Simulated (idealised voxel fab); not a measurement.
You're looking at the process module voxel gate over fins.
Section cut is 235 nm wide and gridded with 5 nm square cells.
Think of the cross-section as a grid of square cells. We describe it in bands, top to bottom, and each band covers one or more rows of those cells.
What a band's entry tells you: where the top is and where the bottom is, as heights in nm, and after that what lies inside, material by material from left to right, each with its width in nm. Empty space is written as the word "empty", and a single material marked with the word "everywhere" occupies the band from edge to edge.
Beneath 0, the wafer as received is one material, and that level is where height counting begins. The lowest band goes on downward without a bottom; it is written like "from 0 down".
When a width is written as two numbers, as in "30 to 40", the first number is the width in the top row of cells of the band and the second is the width in its bottom row, and the width changes by the same amount from each row to the next.
For the purposes of this document, the phrase "nothing different" attached to a step denotes that no cell within the cross-section was modified by that step.
"Enclosed cavities": empty spaces of 8 cells or more with no open way to the top, each given as width x height at distance, distance from the left edge, all in nm.
Past the settings on a step's line: simulator remark, on that step.
What "overlay nm" on a step's line means: if the step has a mask, that mask lay this far to the right of its planned place, or, when the value is negative, to the left.
# So here's the lineup of process steps we planned
1 RECEIVE (material Si)
2 CONFORMAL_DEP (material SiN; thk nm 10)
3 MASKED_ETCH (tone cover; mask id FINS; width nm 15; pitch nm 35; etch materials SiN; depth nm 10; overlay nm 0)
4 MASKED_ETCH (tone cover; mask id FINS; width nm 15; pitch nm 35; etch materials Si; depth nm 35; overlay nm 0)
5 FILL_DEP (material SiO2; thk nm 15)
6 CMP (height nm 10)
7 SELECTIVE_ETCH (etch materials SiO2; depth nm 20)
8 STRIP (etch materials SiN)
9 CONFORMAL_DEP (material HfO2; thk nm 5)
10 CONFORMAL_DEP (material TiN; thk nm 5)
11 FILL_DEP (material W; thk nm 15)
12 CMP (height nm 20)
13 CONFORMAL_DEP (material SiCN; thk nm 5)
# The first of two wafers, run as planned
# Cross-section of the wafer at receipt, which is the condition after step 1
  from 0 down | Si everywhere
  Enclosed cavities: none
# The following cross-section depicts the wafer upon completion of step 2
  from 10 to 0 | SiN everywhere
  Lower than 0, everything is as it was.
# The following cross-section depicts the wafer upon completion of step 3
  from 10 to 0 | empty (90) / SiN (15) / empty (20) / SiN (15) / empty (95)
  Lower than 0, everything is as it was.
# The following cross-section depicts the wafer upon completion of step 4
  from 10 to 0 | empty (90) / SiN (15) / empty (20) / SiN (15) / empty (95)
  from 0 to -35 | empty (90) / Si (15) / empty (20) / Si (15) / empty (95)
  Lower than -35, everything is as it was.
# The following cross-section depicts the wafer upon completion of step 5
  from 25 to 10 | SiO2 everywhere
  from 10 to 0 | SiO2 (90) / SiN (15) / SiO2 (20) / SiN (15) / SiO2 (95)
  from 0 to -35 | SiO2 (90) / Si (15) / SiO2 (20) / Si (15) / SiO2 (95)
  Lower than -35, everything is as it was.
# The following cross-section depicts the wafer upon completion of step 6
  from 10 to 0 | SiO2 (90) / SiN (15) / SiO2 (20) / SiN (15) / SiO2 (95)
  Lower than 0, everything is as it was.
# The following cross-section depicts the wafer upon completion of step 7
  from 10 to 0 | empty (90) / SiN (15) / empty (20) / SiN (15) / empty (95)
  from 0 to -10 | empty (90) / Si (15) / empty (20) / Si (15) / empty (95)
  Lower than -10, everything is as it was.
# The following cross-section depicts the wafer upon completion of step 8
  from 0 to -10 | empty (90) / Si (15) / empty (20) / Si (15) / empty (95)
  Lower than -10, everything is as it was.
# The following cross-section depicts the wafer upon completion of step 9
  from 5 to 0 | empty (85) / HfO2 (25) / empty (10) / HfO2 (25) / empty (90)
  from 0 to -5 | empty (85) / HfO2 (5) / Si (15) / HfO2 (5) / empty (10) / HfO2 (5) / Si (15) / HfO2 (5) / empty (90)
  from -5 to -10 | HfO2 (90) / Si (15) / HfO2 (20) / Si (15) / HfO2 (95)
  Lower than -10, everything is as it was.
# The following cross-section depicts the wafer upon completion of step 10
  from 10 to 5 | empty (80) / TiN (70) / empty (85)
  from 5 to 0 | empty (80) / TiN (5) / HfO2 (25) / TiN (10) / HfO2 (25) / TiN (5) / empty (85)
  from 0 to -5 | TiN (85) / HfO2 (5) / Si (15) / HfO2 (5) / TiN (10) / HfO2 (5) / Si (15) / HfO2 (5) / TiN (90)
  Lower than -5, everything is as it was.
# The following cross-section depicts the wafer upon completion of step 11
  from 25 to 10 | W everywhere
  from 10 to 5 | W (80) / TiN (70) / W (85)
  from 5 to 0 | W (80) / TiN (5) / HfO2 (25) / TiN (10) / HfO2 (25) / TiN (5) / W (85)
  Lower than 0, everything is as it was.
# The following cross-section depicts the wafer upon completion of step 12
  from 20 to 10 | W everywhere
  Lower than 10, everything is as it was.
# The following cross-section depicts the wafer upon completion of step 13
  from 25 to 20 | SiCN everywhere
  Lower than 20, everything is as it was.
# Regarding the second of the two wafers: it shared the first wafer's starting condition and process plan, yet one error occurred during its execution. Its history coincides with that of the first wafer up to and including step 3
# At the planned end of step 4, the second wafer in cross-section
  from 10 to 0 | empty (90) / SiN (15) / empty (20) / SiN (15) / empty (95)
  from 0 to -70 | empty (90) / Si (15) / empty (20) / Si (15) / empty (95)
  Lower than -70, everything is as it was.
# At the planned end of step 5, the second wafer in cross-section
  from 25 to 10 | SiO2 everywhere
  from 10 to 0 | SiO2 (90) / SiN (15) / SiO2 (20) / SiN (15) / SiO2 (95)
  from 0 to -70 | SiO2 (90) / Si (15) / SiO2 (20) / Si (15) / SiO2 (95)
  Lower than -70, everything is as it was.
# At the planned end of step 6, the second wafer in cross-section
  from 10 to 0 | SiO2 (90) / SiN (15) / SiO2 (20) / SiN (15) / SiO2 (95)
  Lower than 0, everything is as it was.
# At the planned end of step 7, the second wafer in cross-section
  from 10 to 0 | empty (90) / SiN (15) / empty (20) / SiN (15) / empty (95)
  from 0 to -10 | empty (90) / Si (15) / empty (20) / Si (15) / empty (95)
  Lower than -10, everything is as it was.
# At the planned end of step 8, the second wafer in cross-section
  from 0 to -10 | empty (90) / Si (15) / empty (20) / Si (15) / empty (95)
  Lower than -10, everything is as it was.
# At the planned end of step 9, the second wafer in cross-section
  from 5 to 0 | empty (85) / HfO2 (25) / empty (10) / HfO2 (25) / empty (90)
  from 0 to -5 | empty (85) / HfO2 (5) / Si (15) / HfO2 (5) / empty (10) / HfO2 (5) / Si (15) / HfO2 (5) / empty (90)
  from -5 to -10 | HfO2 (90) / Si (15) / HfO2 (20) / Si (15) / HfO2 (95)
  Lower than -10, everything is as it was.
# At the planned end of step 10, the second wafer in cross-section
  from 10 to 5 | empty (80) / TiN (70) / empty (85)
  from 5 to 0 | empty (80) / TiN (5) / HfO2 (25) / TiN (10) / HfO2 (25) / TiN (5) / empty (85)
  from 0 to -5 | TiN (85) / HfO2 (5) / Si (15) / HfO2 (5) / TiN (10) / HfO2 (5) / Si (15) / HfO2 (5) / TiN (90)
  Lower than -5, everything is as it was.
# At the planned end of step 11, the second wafer in cross-section
  from 25 to 10 | W everywhere
  from 10 to 5 | W (80) / TiN (70) / W (85)
  from 5 to 0 | W (80) / TiN (5) / HfO2 (25) / TiN (10) / HfO2 (25) / TiN (5) / W (85)
  Lower than 0, everything is as it was.
# At the planned end of step 12, the second wafer in cross-section
  from 20 to 10 | W everywhere
  Lower than 10, everything is as it was.
# At the planned end of step 13, the second wafer in cross-section
  from 25 to 20 | SiCN everywhere
  Lower than 20, everything is as it was.
Finding, execution versus plan: plan step 4 was twice executed
Count the cells at the end and the second wafer has more or fewer of some materials than the first: 287 fewer of Si; 287 more of SiO2
